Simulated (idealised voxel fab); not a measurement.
Documented hereafter: the process module known as voxel double patterning.
The cross-section shown here is cut; it is 245 nm wide and divided into square cells measuring 5 nm on a side.
Square cells in a grid make up a cross-section in this document, and the grid is given as bands, listed from the top down, each one or more rows of cells.
First you get the band's top height and its bottom height, in nm, and then the materials it's made of, left to right, with each width in nm. If you see a single material with "full width", that one covers the band edge to edge. "blank" is empty space.
Counting heights begins at 0, where everything beneath is, in the wafer as received, one material. The lowest band has no bottom; it goes on downwards, as "0 and below" shows.
A two-number width, for instance "30->40", indicates that the width is equal to the first number in the top row of the band and to the second number in the bottom row, and that it changes by a constant amount per row of cells.
A step reported as "no change" is a step in which no cell of the cross-section changed.
"Closed internal voids" lists enclosed empty spaces (at least 8 cells, no open path upward to the top), each as width x height at distance from the left edge, in nm.
That trailing text on a step's line, after the settings, is the simulator's own remark on the step.
overlay nm: where the mask lay relative to plan, measured to the right, on steps with a mask; negatives go left.

The steps planned for the process are as follows:
1. RECEIVE (material Si)
2. CONFORMAL_DEP (material SiO2; thk nm 10)
3. DIRECTIONAL_DEP (material W; thk nm 20)
4. DIRECTIONAL_DEP (material SiCN; thk nm 10)
5. MASKED_ETCH (tone open; mask id FIRST; width nm 15; pitch nm 50; etch materials SiCN; depth nm 10; overlay nm 0)
6. MASKED_ETCH (tone open; mask id SECOND; width nm 15; etch materials SiCN; depth nm 10; overlay nm 0)
7. DIRECTIONAL_ETCH (etch materials W; depth nm 20)
8. STRIP (etch materials SiCN)

Below: the first of two wafers, run as planned:

Cross-section of the wafer at receipt, which is the condition after step 1:
  0 and below: Si full width
  Closed internal voids: none

The following cross-section depicts the wafer upon completion of step 2:
  10 down to 0: SiO2 full width
  Heights below 0 show no change.

The following cross-section depicts the wafer upon completion of step 3:
  30 down to 10: W full width
  Heights below 10 show no change.

The following cross-section depicts the wafer upon completion of step 4:
  40 down to 30: SiCN full width
  Heights below 30 show no change.

The following cross-section depicts the wafer upon completion of step 5:
  40 down to 30: 90 of SiCN, then 15 of blank, then 35 of SiCN, then 15 of blank, then 90 of SiCN
  Heights below 30 show no change.

The following cross-section depicts the wafer upon completion of step 6:
  40 down to 30: 90 of SiCN, then 15 of blank, then 10 of SiCN, then 15 of blank, then 10 of SiCN, then 15 of blank, then 90 of SiCN
  Heights below 30 show no change.

The following cross-section depicts the wafer upon completion of step 7:
  40 down to 30: 90 of SiCN, then 15 of blank, then 10 of SiCN, then 15 of blank, then 10 of SiCN, then 15 of blank, then 90 of SiCN
  30 down to 10: 90 of W, then 15 of blank, then 10 of W, then 15 of blank, then 10 of W, then 15 of blank, then 90 of W
  Heights below 10 show no change.

The following cross-section depicts the wafer upon completion of step 8:
  30 down to 10: 90 of W, then 15 of blank, then 10 of W, then 15 of blank, then 10 of W, then 15 of blank, then 90 of W
  Heights below 10 show no change.

Second wafer: like start, like plan, one mistake. Through step 2 it matches the first wafer:

Second wafer profile in section, at the moment step 3 of the plan was meant to be complete:
  20 down to 10: W full width
  Heights below 10 show no change.

Second wafer profile in section, at the moment step 4 of the plan was meant to be complete:
  30 down to 20: SiCN full width
  Heights below 20 show no change.

Second wafer profile in section, at the moment step 5 of the plan was meant to be complete:
  30 down to 20: 90 of SiCN, then 15 of blank, then 35 of SiCN, then 15 of blank, then 90 of SiCN
  Heights below 20 show no change.

Second wafer profile in section, at the moment step 6 of the plan was meant to be complete:
  30 down to 20: 90 of SiCN, then 15 of blank, then 10 of SiCN, then 15 of blank, then 10 of SiCN, then 15 of blank, then 90 of SiCN
  Heights below 20 show no change.

Second wafer profile in section, at the moment step 7 of the plan was meant to be complete:
  30 down to 20: 90 of SiCN, then 15 of blank, then 10 of SiCN, then 15 of blank, then 10 of SiCN, then 15 of blank, then 90 of SiCN
  20 down to 10: 90 of W, then 15 of blank, then 10 of W, then 15 of blank, then 10 of W, then 15 of blank, then 90 of W
  Heights below 10 show no change.

Second wafer profile in section, at the moment step 8 of the plan was meant to be complete:
  20 down to 10: 90 of W, then 15 of blank, then 10 of W, then 15 of blank, then 10 of W, then 15 of blank, then 90 of W
  Heights below 10 show no change.
Nonconformance to the process plan: step 3, actual vs plan mismatch, actual run DIRECTIONAL_DEP (material W; thk nm 10)
Cell-count delta at end, second wafer over first, by material: -80 W
